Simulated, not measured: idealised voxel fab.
process module | voxel quadruple lines
cross-section cut | 220 nm wide | cells 5 nm
A cross-section is a grid of square cells, given in bands from the top down. A band is one or more rows of cells.
Each band's line starts with the height of the band's top and of its bottom, in nm. Then come its materials from left to right, each with its width in nm. One material with "throughout" fills the band from edge to edge. "air" is empty space.
Height 0 is the level under which the wafer as received is all one material. The lowest band goes on downwards, as in "0 down".
A width such as "30 to 40" changes by the same amount from each row of cells to the next, from the band's top row to its bottom row.
"no change" after a step means that no cell of the cross-section changed.
closed voids: empty space of 8 cells or more with no open way to the top, each as width x height at its distance from the left edge, in nm
after a step's settings: what the simulator itself notes on the step
overlay nm, on a step with a mask: how far to the right of its planned place the mask lay; to the left if negative
plan
1 op RECEIVE | material Si
2 op CONFORMAL_DEP | material SiO2 | thk nm 5
3 op DIRECTIONAL_DEP | material Ru | thk nm 10
4 op DIRECTIONAL_DEP | material polySi | thk nm 20
5 op DIRECTIONAL_DEP | material aC | thk nm 20
6 op PATTERN | tone cover | mask id MANDREL | material resist | width nm 15 | pitch nm 60 | thk nm 30 | overlay nm 0
7 op DIRECTIONAL_ETCH | etch materials aC | depth nm 20
8 op STRIP | etch materials resist
9 op CONFORMAL_DEP | material SiO2 | thk nm 10
10 op DIRECTIONAL_ETCH | etch materials SiO2 | depth nm 10
11 op STRIP | etch materials aC
12 op DIRECTIONAL_ETCH | etch materials polySi | depth nm 20
13 op STRIP | etch materials SiO2
14 op CONFORMAL_DEP | material SiCN | thk nm 5
15 op DIRECTIONAL_ETCH | etch materials SiCN | depth nm 5
16 op STRIP | etch materials polySi
17 op DIRECTIONAL_ETCH | etch materials Ru | depth nm 10
18 op STRIP | etch materials SiCN
19 op FILL_DEP | material lowk | thk nm 10
20 op CMP | height nm 15
varied across the wafers: width nm of step 6. The plan shows the first wafer's value. All wafers start alike
first wafer as received, after step 1
  0 down: Si throughout
  closed voids: none
first wafer at the end, after step 20
  15 to 5: lowk 60 | Ru 5 | lowk 10 | Ru 5 | lowk 5 | Ru 5 | lowk 10 | Ru 5 | lowk 15 | Ru 5 | lowk 10 | Ru 5 | lowk 5 | Ru 5 | lowk 10 | Ru 5 | lowk 55
  5 to 0: SiO2 throughout
  0 down: Si throughout
  closed voids: none
last wafer at the end
  15 to 5: lowk 50 | Ru 5 | lowk 10 | Ru 5 | lowk 25 | Ru 5 | lowk 10 | Ru 5 | lowk 10 | Ru 5 | lowk 25 | Ru 5 | lowk 10 | Ru 5 | lowk 45
  5 to 0: SiO2 throughout
  0 down: Si throughout
  closed voids: none
each wafer at the end: cells of each material gained (+) or lost (-) since it was received, then its closed voids
width nm 15 | +16 Ru | +44 SiO2 | +72 lowk | closed voids: none
width nm 20 | +16 Ru | +44 SiO2 | +72 lowk | closed voids: none
width nm 25 | +16 Ru | +44 SiO2 | +72 lowk | closed voids: none
width nm 30 | +16 Ru | +44 SiO2 | +72 lowk | closed voids: none
width nm 35 | +14 Ru | +44 SiO2 | +74 lowk | closed voids: none
